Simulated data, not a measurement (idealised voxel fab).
Title: Process Module voxel spacer lines
FYI the section here is cut, 160 nm wide, cells are 5 nm squares.
The cross-sections in this document take the form of a grid made of square cells. They are written out as bands, in order from top to bottom. Each band consists of one or more rows of cells.
For a band, the entry starts with two heights in nm, that of the top and then that of the bottom, and carries on with the band's materials in order from left to right, each alongside its width in nm; the word "full width" beside a single material means it fills the band edge to edge, and "blank" means empty space.
We count height from 0. Below that, the starting wafer is all one material. The lowest band never ends at the bottom but goes on down; see "top 0, no bottom" for how that is written.
Per-row width for "30..40": begins at first number (top row of band), ends at second number (bottom row), increment between rows held constant.
"remains unaltered" after a step means that no cell of the cross-section changed.
Any empty space of 8 cells or more lacking an open way to the top shows up in "Encapsulated voids" as width x height at distance, distance from the left edge, in nm.
If you see something after the settings on a step's line, that's the simulator's own remark about that step.
overlay nm: for a step with a mask, the amount by which the mask lay right of where it was planned; a negative amount means left of it.
### Process steps foreseen in the plan
1) RECEIVE, material Si
2) CONFORMAL_DEP, material Al2O3, thk nm 5
3) DIRECTIONAL_DEP, material polySi, thk nm 20
4) DIRECTIONAL_DEP, material aC, thk nm 20
5) PATTERN, tone cover, mask id MANDREL, material resist, width nm 15, pitch nm 80, thk nm 30, overlay nm 0
6) DIRECTIONAL_ETCH, etch materials aC, depth nm 20
7) STRIP, etch materials resist
8) CONFORMAL_DEP, material SiN, thk nm 15
9) DIRECTIONAL_ETCH, etch materials SiN, depth nm 15
10) STRIP, etch materials aC
11) DIRECTIONAL_ETCH, etch materials polySi, depth nm 20
12) STRIP, etch materials SiN
Split variable: width nm, step 5. Plan value = first wafer. Wafers start alike.
### First of several wafers (as received, post step 1), cross-sectional view
  top 0, no bottom  Si full width
  Encapsulated voids: none
### Per-wafer rows below. For each material: cells gained (+) or lost (-) since the wafer was received, as of end of module. Then: closed voids
width nm 15; +32 Al2O3; +48 polySi; Encapsulated voids: none
width nm 20; +32 Al2O3; +48 polySi; Encapsulated voids: none
width nm 25; +32 Al2O3; +48 polySi; Encapsulated voids: none
width nm 30; +32 Al2O3; +48 polySi; Encapsulated voids: none
width nm 35; +32 Al2O3; +48 polySi; Encapsulated voids: none
width nm 40; +32 Al2O3; +48 polySi; Encapsulated voids: none
